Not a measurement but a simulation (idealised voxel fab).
process module | voxel gate over fins
cross-section cut | 215 nm wide | cells 5 nm
A cross-section is a grid of square cells, given in bands from the top down. A band is one or more rows of cells.
Each band's line starts with the height of the band's top and of its bottom, in nm. Then come its materials from left to right, each with its width in nm. One material with "throughout" fills the band from edge to edge. "air" is empty space.
Height 0 is the level under which the wafer as received is all one material. The lowest band goes on downwards, as in "0 down".
A width such as "30 to 40" changes by the same amount from each row of cells to the next, from the band's top row to its bottom row.
"no change" after a step means that no cell of the cross-section changed.
closed voids: empty space of 8 cells or more with no open way to the top, each as width x height at its distance from the left edge, in nm
after a step's settings: what the simulator itself notes on the step
overlay nm, on a step with a mask: how far to the right of its planned place the mask lay; to the left if negative
Each pair below shows a cross-section before one step and the cross-section after it, down to the lowest band that changed. The line under each pair gives the step between them, with its settings. The pairs can come from different runs of this module on the same starting wafer, so a pair continues from the pair above only where its "before" says so.
before
  15 to 10: air 55 | TiAl 45 | air 15 | TiAl 45 | air 55
  10 to 5: air 55 | TiAl 5 | TiN 35 | TiAl 5 | air 15 | TiAl 5 | TiN 35 | TiAl 5 | air 55
  5 to 0: TiAl 60 | TiN 5 | HfO2 25 | TiN 5 | TiAl 25 | TiN 5 | HfO2 25 | TiN 5 | TiAl 60
  0 to -5: TiN 65 | HfO2 5 | Si 15 | HfO2 5 | TiN 35 | HfO2 5 | Si 15 | HfO2 5 | TiN 65
  -5 to -10: HfO2 70 | Si 15 | HfO2 45 | Si 15 | HfO2 70
  -10 to -20: SiO2 70 | Si 15 | SiO2 45 | Si 15 | SiO2 70
  -20 to -25: SiO2 70 | Si 15 | SiO2 25 | TiN 15 | SiO2 5 | Si 15 | SiO2 70
  -25 to -30: SiO2 70 | Si 15 | SiO2 45 | Si 15 | SiO2 70
  -30 down: Si throughout
  closed voids: none
after
  20 to 15: air 50 | TiN 55 | air 5 | TiN 55 | air 50
  15 to 10: air 50 | TiN 5 | TiAl 45 | TiN 5 | air 5 | TiN 5 | TiAl 45 | TiN 5 | air 50
  10 to 5: TiN 55 | TiAl 5 | TiN 35 | TiAl 5 | TiN 15 | TiAl 5 | TiN 35 | TiAl 5 | TiN 55
  below 5: unchanged
  closed voids: none
the step between: op CONFORMAL_DEP | material TiN | thk nm 5
before: the cross-section after the pair above
after
  30 to 20: W throughout
  20 to 15: W 50 | TiN 55 | W 5 | TiN 55 | W 50
  15 to 10: W 50 | TiN 5 | TiAl 45 | TiN 5 | W 5 | TiN 5 | TiAl 45 | TiN 5 | W 50
  below 10: unchanged
  closed voids: none
the step between: op FILL_DEP | material W | thk nm 10
before: the cross-section after the pair above
after
  25 to 20: W throughout
  below 20: unchanged
  closed voids: none
the step between: op CMP | height nm 25
before: the cross-section after the pair above
after
  30 to 25: SiN throughout
  below 25: unchanged
  closed voids: none
the step between: op CONFORMAL_DEP | material SiN | thk nm 5
before
  5 to 0: air 70 | SiN 15 | air 45 | SiN 15 | air 70
  0 to -30: air 70 | Si 15 | air 45 | Si 15 | air 70
  -30 down: Si throughout
  closed voids: none
after
  10 to 0: SiN throughout
  0 to -30: SiN 70 | Si 15 | SiN 45 | Si 15 | SiN 70
  below -30: unchanged
  closed voids: none
the step between: op FILL_DEP | material SiN | thk nm 5
before: the cross-section after the pair above
after
  5 to 0: SiN throughout
  below 0: unchanged
  closed voids: none
the step between: op CMP | height nm 5
before: the cross-section after the pair above
after
  10 to 5: TiN throughout
  below 5: unchanged
  closed voids: none
the step between: op CONFORMAL_DEP | material TiN | thk nm 5
before: the cross-section after the pair above
after
  15 to 10: W throughout
  below 10: unchanged
  closed voids: none
the step between: op FILL_DEP | material W | thk nm 5
before: the cross-section after the pair above
after
  5 to 0: SiN throughout
  below 0: unchanged
  closed voids: none
the step between: op CMP | height nm 5
before: the cross-section after the pair above
after
  10 to 5: SiO2 throughout
  below 5: unchanged
  closed voids: none
the step between: op FILL_DEP | material SiO2 | thk nm 5
before: the cross-section after the pair above
after
  5 to 0: SiN throughout
  below 0: unchanged
  closed voids: none
the step between: op CMP | height nm 5
before: the cross-section after the pair above
after
  0 to -30: air 70 | Si 15 | air 45 | Si 15 | air 70
  below -30: unchanged
  closed voids: none
the step between: op STRIP | etch materials SiN
before: the cross-section after the pair above
after
  5 to 0: air 65 | HfO2 25 | air 35 | HfO2 25 | air 65
  0 to -25: air 65 | HfO2 5 | Si 15 | HfO2 5 | air 35 | HfO2 5 | Si 15 | HfO2 5 | air 65
  -25 to -30: HfO2 70 | Si 15 | HfO2 45 | Si 15 | HfO2 70
  below -30: unchanged
  closed voids: none
the step between: op CONFORMAL_DEP | material HfO2 | thk nm 5
before: the cross-section after the pair above
after
  10 to 5: air 60 | TiN 35 | air 25 | TiN 35 | air 60
  5 to 0: air 60 | TiN 5 | HfO2 25 | TiN 5 | air 25 | TiN 5 | HfO2 25 | TiN 5 | air 60
  0 to -20: air 60 | TiN 5 | HfO2 5 | Si 15 | HfO2 5 | TiN 5 | air 25 | TiN 5 | HfO2 5 | Si 15 | HfO2 5 | TiN 5 | air 60
  -20 to -25: TiN 65 | HfO2 5 | Si 15 | HfO2 5 | TiN 35 | HfO2 5 | Si 15 | HfO2 5 | TiN 65
  below -25: unchanged
  closed voids: none
the step between: op CONFORMAL_DEP | material TiN | thk nm 5
before: the cross-section after the pair above
after
  15 to 10: air 55 | TiAl 45 | air 15 | TiAl 45 | air 55
  10 to 5: air 55 | TiAl 5 | TiN 35 | TiAl 5 | air 15 | TiAl 5 | TiN 35 | TiAl 5 | air 55
  5 to 0: air 55 | TiAl 5 | TiN 5 | HfO2 25 | TiN 5 | TiAl 5 | air 15 | TiAl 5 | TiN 5 | HfO2 25 | TiN 5 | TiAl 5 | air 55
  0 to -15: air 55 | TiAl 5 | TiN 5 | HfO2 5 | Si 15 | HfO2 5 | TiN 5 | TiAl 5 | air 15 | TiAl 5 | TiN 5 | HfO2 5 | Si 15 | HfO2 5 | TiN 5 | TiAl 5 | air 55
  -15 to -20: TiAl 60 | TiN 5 | HfO2 5 | Si 15 | HfO2 5 | TiN 5 | TiAl 25 | TiN 5 | HfO2 5 | Si 15 | HfO2 5 | TiN 5 | TiAl 60
  below -20: unchanged
  closed voids: none
the step between: op CONFORMAL_DEP | material TiAl | thk nm 5
before: the cross-section after the pair above
after
  20 to 15: air 50 | TiN 55 | air 5 | TiN 55 | air 50
  15 to 10: air 50 | TiN 5 | TiAl 45 | TiN 5 | air 5 | TiN 5 | TiAl 45 | TiN 5 | air 50
  10 to 5: air 50 | TiN 5 | TiAl 5 | TiN 35 | TiAl 5 | TiN 5 | air 5 | TiN 5 | TiAl 5 | TiN 35 | TiAl 5 | TiN 5 | air 50
  5 to 0: air 50 | TiN 5 | TiAl 5 | TiN 5 | HfO2 25 | TiN 5 | TiAl 5 | TiN 5 | air 5 | TiN 5 | TiAl 5 | TiN 5 | HfO2 25 | TiN 5 | TiAl 5 | TiN 5 | air 50
  0 to -10: air 50 | TiN 5 | TiAl 5 | TiN 5 | HfO2 5 | Si 15 | HfO2 5 | TiN 5 | TiAl 5 | TiN 5 | air 5 | TiN 5 | TiAl 5 | TiN 5 | HfO2 5 | Si 15 | HfO2 5 | TiN 5 | TiAl 5 | TiN 5 | air 50
  -10 to -15: TiN 55 | TiAl 5 | TiN 5 | HfO2 5 | Si 15 | HfO2 5 | TiN 5 | TiAl 5 | TiN 15 | TiAl 5 | TiN 5 | HfO2 5 | Si 15 | HfO2 5 | TiN 5 | TiAl 5 | TiN 55
  below -15: unchanged
  closed voids: none
the step between: op CONFORMAL_DEP | material TiN | thk nm 5
before: the cross-section after the pair above
after
  30 to 20: W throughout
  20 to 15: W 50 | TiN 55 | W 5 | TiN 55 | W 50
  15 to 10: W 50 | TiN 5 | TiAl 45 | TiN 5 | W 5 | TiN 5 | TiAl 45 | TiN 5 | W 50
  10 to 5: W 50 | TiN 5 | TiAl 5 | TiN 35 | TiAl 5 | TiN 5 | W 5 | TiN 5 | TiAl 5 | TiN 35 | TiAl 5 | TiN 5 | W 50
  5 to 0: W 50 | TiN 5 | TiAl 5 | TiN 5 | HfO2 25 | TiN 5 | TiAl 5 | TiN 5 | W 5 | TiN 5 | TiAl 5 | TiN 5 | HfO2 25 | TiN 5 | TiAl 5 | TiN 5 | W 50
  0 to -10: W 50 | TiN 5 | TiAl 5 | TiN 5 | HfO2 5 | Si 15 | HfO2 5 | TiN 5 | TiAl 5 | TiN 5 | W 5 | TiN 5 | TiAl 5 | TiN 5 | HfO2 5 | Si 15 | HfO2 5 | TiN 5 | TiAl 5 | TiN 5 | W 50
  below -10: unchanged
  closed voids: none
the step between: op FILL_DEP | material W | thk nm 10
before: the cross-section after the pair above
after
  25 to 20: W throughout
  below 20: unchanged
  closed voids: none
the step between: op CMP | height nm 25
before: the cross-section after the pair above
after
  30 to 25: SiN throughout
  below 25: unchanged
  closed voids: none
the step between: op CONFORMAL_DEP | material SiN | thk nm 5
before
  5 to 0: SiO2 70 | SiN 15 | SiO2 45 | SiN 15 | SiO2 70
  0 to -30: SiO2 70 | Si 15 | SiO2 45 | Si 15 | SiO2 70
  -30 down: Si throughout
  closed voids: none
after
  5 to 0: air 70 | SiN 15 | air 15 | SiO2 15 | air 15 | SiN 15 | air 70
  0 to -25: air 70 | Si 15 | air 15 | SiO2 15 | air 15 | Si 15 | air 70
  below -25: unchanged
  closed voids: none
the step between: op MASKED_ETCH | tone cover | mask id RAIL | width nm 15 | etch materials SiO2 | depth nm 30 | overlay nm 0
before: the cross-section after the pair above
after
  10 to 5: air 65 | TiN 25 | air 5 | TiN 25 | air 5 | TiN 25 | air 65
  5 to 0: air 65 | TiN 5 | SiN 15 | TiN 5 | air 5 | TiN 5 | SiO2 15 | TiN 5 | air 5 | TiN 5 | SiN 15 | TiN 5 | air 65
  0 to -20: air 65 | TiN 5 | Si 15 | TiN 5 | air 5 | TiN 5 | SiO2 15 | TiN 5 | air 5 | TiN 5 | Si 15 | TiN 5 | air 65
  -20 to -25: TiN 70 | Si 15 | TiN 15 | SiO2 15 | TiN 15 | Si 15 | TiN 70
  below -25: unchanged
  closed voids: none
the step between: op CONFORMAL_DEP | material TiN | thk nm 5
before: the cross-section after the pair above
after
  15 to 10: W throughout
  10 to 5: W 65 | TiN 25 | W 5 | TiN 25 | W 5 | TiN 25 | W 65
  5 to 0: W 65 | TiN 5 | SiN 15 | TiN 5 | W 5 | TiN 5 | SiO2 15 | TiN 5 | W 5 | TiN 5 | SiN 15 | TiN 5 | W 65
  0 to -20: W 65 | TiN 5 | Si 15 | TiN 5 | W 5 | TiN 5 | SiO2 15 | TiN 5 | W 5 | TiN 5 | Si 15 | TiN 5 | W 65
  below -20: unchanged
  closed voids: none
the step between: op FILL_DEP | material W | thk nm 5
before: the cross-section after the pair above
after
  5 to 0: W 65 | TiN 5 | SiN 15 | TiN 5 | W 5 | TiN 5 | SiO2 15 | TiN 5 | W 5 | TiN 5 | SiN 15 | TiN 5 | W 65
  below 0: unchanged
  closed voids: none
the step between: op CMP | height nm 5
before: the cross-section after the pair above
after
  5 to 0: air 70 | SiN 15 | air 15 | SiO2 15 | air 15 | SiN 15 | air 70
  0 to -20: air 70 | Si 15 | air 15 | SiO2 15 | air 15 | Si 15 | air 70
  below -20: unchanged
  closed voids: none
the step between: op SELECTIVE_ETCH | etch materials W Ru TiN | depth nm 25
before: the cross-section after the pair above
after
  10 to 5: SiO2 throughout
  5 to 0: SiO2 70 | SiN 15 | SiO2 45 | SiN 15 | SiO2 70
  0 to -20: SiO2 70 | Si 15 | SiO2 45 | Si 15 | SiO2 70
  below -20: unchanged
  closed voids: none
the step between: op FILL_DEP | material SiO2 | thk nm 5
before: the cross-section after the pair above
after
  5 to 0: SiO2 70 | SiN 15 | SiO2 45 | SiN 15 | SiO2 70
  below 0: unchanged
  closed voids: none
the step between: op CMP | height nm 5
before: the cross-section after the pair above
after
  5 to 0: air 70 | SiN 15 | air 45 | SiN 15 | air 70
  0 to -10: air 70 | Si 15 | air 45 | Si 15 | air 70
  below -10: unchanged
  closed voids: none
the step between: op SELECTIVE_ETCH | etch materials SiO2 | depth nm 15
before: the cross-section after the pair above
after
  0 to -10: air 70 | Si 15 | air 45 | Si 15 | air 70
  below -10: unchanged
  closed voids: none
the step between: op STRIP | etch materials SiN
before: the cross-section after the pair above
after
  5 to 0: air 65 | HfO2 25 | air 35 | HfO2 25 | air 65
  0 to -5: air 65 | HfO2 5 | Si 15 | HfO2 5 | air 35 | HfO2 5 | Si 15 | HfO2 5 | air 65
  -5 to -10: HfO2 70 | Si 15 | HfO2 45 | Si 15 | HfO2 70
  below -10: unchanged
  closed voids: none
the step between: op CONFORMAL_DEP | material HfO2 | thk nm 5
before: the cross-section after the pair above
after
  10 to 5: air 60 | TiN 35 | air 25 | TiN 35 | air 60
  5 to 0: air 60 | TiN 5 | HfO2 25 | TiN 5 | air 25 | TiN 5 | HfO2 25 | TiN 5 | air 60
  0 to -5: TiN 65 | HfO2 5 | Si 15 | HfO2 5 | TiN 35 | HfO2 5 | Si 15 | HfO2 5 | TiN 65
  below -5: unchanged
  closed voids: none
the step between: op CONFORMAL_DEP | material TiN | thk nm 5
before: the cross-section after the pair above
after
  15 to 10: air 55 | TiAl 45 | air 15 | TiAl 45 | air 55
  10 to 5: air 55 | TiAl 5 | TiN 35 | TiAl 5 | air 15 | TiAl 5 | TiN 35 | TiAl 5 | air 55
  5 to 0: TiAl 60 | TiN 5 | HfO2 25 | TiN 5 | TiAl 25 | TiN 5 | HfO2 25 | TiN 5 | TiAl 60
  below 0: unchanged
  closed voids: none
the step between: op CONFORMAL_DEP | material TiAl | thk nm 5
before: the cross-section after the pair above
after
  20 to 15: air 50 | TiN 55 | air 5 | TiN 55 | air 50
  15 to 10: air 50 | TiN 5 | TiAl 45 | TiN 5 | air 5 | TiN 5 | TiAl 45 | TiN 5 | air 50
  10 to 5: TiN 55 | TiAl 5 | TiN 35 | TiAl 5 | TiN 15 | TiAl 5 | TiN 35 | TiAl 5 | TiN 55
  below 5: unchanged
  closed voids: none
the step between: op CONFORMAL_DEP | material TiN | thk nm 5
before: the cross-section after the pair above
after
  30 to 20: W throughout
  20 to 15: W 50 | TiN 55 | W 5 | TiN 55 | W 50
  15 to 10: W 50 | TiN 5 | TiAl 45 | TiN 5 | W 5 | TiN 5 | TiAl 45 | TiN 5 | W 50
  below 10: unchanged
  closed voids: none
the step between: op FILL_DEP | material W | thk nm 10
before: the cross-section after the pair above
after
  25 to 20: W throughout
  below 20: unchanged
  closed voids: none
the step between: op CMP | height nm 25
before: the cross-section after the pair above
after
  30 to 25: SiN throughout
  below 25: unchanged
  closed voids: none
the step between: op CONFORMAL_DEP | material SiN | thk nm 5
